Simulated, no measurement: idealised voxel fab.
The document below concerns the process module designated voxel self aligned contacts.
Cross-sectional view cut (width: 270 nm; square cell size: 5 nm).
A cross-section is written here as square cells arranged in a grid, and it is given in bands from the top down, each band taking up one or more rows of cells. Band: top and bottom heights (nm) first, top before bottom; then materials from left to right, widths in nm. "edge to edge" marks a sole material filling the band edge to edge. "empty" denotes empty space. Height is counted from the level 0, under which the received wafer is composed throughout of one material. The lowest of the bands is not closed at the bottom but continues downward, in the notation "0 nm and below". Read "30->40" as a graded width: first number on top, second number at the bottom, same change between each pair of neighbouring rows. Given "everything unchanged" for a step, no cell of the cross-section differs between before and after that step. "Sealed cavities" enumerates empty spaces isolated from the top, with no open way to it, that contain at least 8 cells, giving each as width x height at distance from the left edge, all three in nm. Whatever follows a step's settings on its line is a remark the simulator itself makes about that step. The optional step-line setting "overlay nm" applies to steps with a mask and quantifies how far to the right of its planned location the mask lay, a negative value indicating leftward placement.
# The following list gives the planned process steps
- 1: RECEIVE | material Si
- 2: OXIDIZE | depth nm 5
- 3: DIRECTIONAL_DEP | material polySi | thk nm 25
- 4: DIRECTIONAL_DEP | material SiN | thk nm 20
- 5: PATTERN | tone cover | mask id GATE | material resist | width nm 25 | pitch nm 70 | thk nm 20 | overlay nm 0
- 6: DIRECTIONAL_ETCH | etch materials SiN | depth nm 20
- 7: DIRECTIONAL_ETCH | etch materials polySi | depth nm 25
- 8: STRIP | etch materials resist
- 9: CONFORMAL_DEP | material SiN | thk nm 10
- 10: DIRECTIONAL_ETCH | etch materials SiN | depth nm 10
- 11: FILL_DEP | material SiO2 | thk nm 10
- 12: CMP | height nm 50
- 13: PATTERN | tone open | mask id CONTACT | material resist | width nm 55 | pitch nm 70 | thk nm 15 | overlay nm 0
- 14: DIRECTIONAL_ETCH | etch materials SiO2 | depth nm 55
- 15: STRIP | etch materials resist
- 16: CONFORMAL_DEP | material TiN | thk nm 5
- 17: FILL_DEP | material W | thk nm 10
- 18: CMP | height nm 50
- 19: CONFORMAL_DEP | material SiN | thk nm 5
# As received (post step 1): cross-section
    0 nm and below: Si edge to edge
    Sealed cavities: none
# End-of-module cross-section of the first of two wafers, processed as planned
    55 nm to 50 nm: SiN edge to edge
    50 nm to 45 nm: 70 nm SiO2; 20 nm TiN; 15 nm W; 20 nm TiN; 15 nm SiO2; 20 nm TiN; 15 nm W; 20 nm TiN; 75 nm SiO2
    45 nm to 25 nm: 40 nm SiO2; 45 nm SiN; 5 nm TiN; 15 nm W; 5 nm TiN; 45 nm SiN; 5 nm TiN; 15 nm W; 5 nm TiN; 45 nm SiN; 45 nm SiO2
    25 nm to 0 nm: 40 nm SiO2; 10 nm SiN; 25 nm polySi; 10 nm SiN; 5 nm TiN; 15 nm W; 5 nm TiN; 10 nm SiN; 25 nm polySi; 10 nm SiN; 5 nm TiN; 15 nm W; 5 nm TiN; 10 nm SiN; 25 nm polySi; 10 nm SiN; 45 nm SiO2
    0 nm to -5 nm: 85 nm SiO2; 25 nm TiN; 45 nm SiO2; 25 nm TiN; 90 nm SiO2
    -5 nm and below: Si edge to edge
    Sealed cavities: none
# Wafer two, end of module, cross-section. Same start, same plan as wafer one. One mistake in the run
    55 nm to 50 nm: SiN edge to edge
    50 nm to 45 nm: 70 nm SiO2; 20 nm TiN; 15 nm W; 20 nm TiN; 15 nm SiO2; 20 nm TiN; 15 nm W; 20 nm TiN; 75 nm SiO2
    45 nm to 25 nm: 40 nm SiO2; 45 nm SiN; 5 nm TiN; 15 nm W; 5 nm TiN; 45 nm SiN; 5 nm TiN; 15 nm W; 5 nm TiN; 45 nm SiN; 45 nm SiO2
    25 nm to 20 nm: 85 nm SiO2; 25 nm TiN; 45 nm SiO2; 25 nm TiN; 90 nm SiO2
    20 nm to 0 nm: polySi edge to edge
    0 nm and below: Si edge to edge
    Sealed cavities: none
Processing error: steps 2 and 3 of the plan were run in the wrong order, each in the other's place
Final cells, second wafer relative to first, materials higher or lower: +54 Si, -60 SiN, -85 SiO2, -20 TiN, -30 W, +141 polySi
